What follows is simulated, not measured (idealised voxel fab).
Module name: voxel double patterning (process module)
Section shown: cut. Width: 215 nm. Cell size: 5 nm, square.
Square cells in a grid make up a cross-section in this document, and the grid is given as bands, listed from the top down, each one or more rows of cells. What a band's entry tells you: where the top is and where the bottom is, as heights in nm, and after that what lies inside, material by material from left to right, each with its width in nm. Empty space is written as the word "empty", and a single material marked with the word "edge to edge" occupies the band from edge to edge. The level at which height equals 0 is the one under which the wafer, as it arrives, is entirely one material. No lower edge exists for the bottom band, which continues downward and is notated as in "0 down". It should be noted that a width expressed as "30->40" varies in equal increments from row to row of cells within the band, taking the value of the first number at the top row and that of the second number at the bottom row. A step reported as "no alterations made" is a step in which no cell of the cross-section changed. So "Closed internal voids" is basically the list of trapped voids: any empty space of 8 cells or more that can't reach the top through an opening. They're written width x height at distance, the distance being from the left edge, and it's all nm. On a step's line, text after the settings is the simulator commenting on that step. What "overlay nm" on a step's line means: if the step has a mask, that mask lay this far to the right of its planned place, or, when the value is negative, to the left.

### Process steps (planned)
step 1: RECEIVE (material Si)
step 2: CONFORMAL_DEP (material SiO2; thk nm 5)
step 3: DIRECTIONAL_DEP (material W; thk nm 20)
step 4: DIRECTIONAL_DEP (material SiCN; thk nm 5)
step 5: DIRECTIONAL_DEP (material aC; thk nm 10)
step 6: PATTERN (tone open; mask id FIRST; material resist; width nm 15; pitch nm 50; thk nm 25; overlay nm 0)
step 7: DIRECTIONAL_ETCH (etch materials aC; depth nm 10)
step 8: STRIP (etch materials resist)
step 9: DIRECTIONAL_ETCH (etch materials SiCN; depth nm 5)
step 10: STRIP (etch materials aC)
step 11: MASKED_ETCH (tone open; mask id SECOND; width nm 15; pitch nm 50; etch materials SiCN; depth nm 5; overlay nm 0)
step 12: DIRECTIONAL_ETCH (etch materials W; depth nm 20)
step 13: STRIP (etch materials SiCN)

### So this is the incoming wafer in cross-section - it's already been through step 1
    0 down  Si edge to edge
    Closed internal voids: none

### Starting wafer: above. Plan: above. Run: one mistake. Cross-section after the module: below
    25 to 5  W: 55, then empty: 15, then W: 5, then empty: 15, then W: 15, then empty: 15, then W: 5, then empty: 15, then W: 15, then empty: 15, then W: 45
    5 to 0  SiO2 edge to edge
    0 down  Si edge to edge
    Closed internal voids: none
Diagnosis: step 6 ran as: PATTERN (tone open; mask id FIRST; material resist; width nm 15; pitch nm 50; thk nm 25; overlay nm 5)
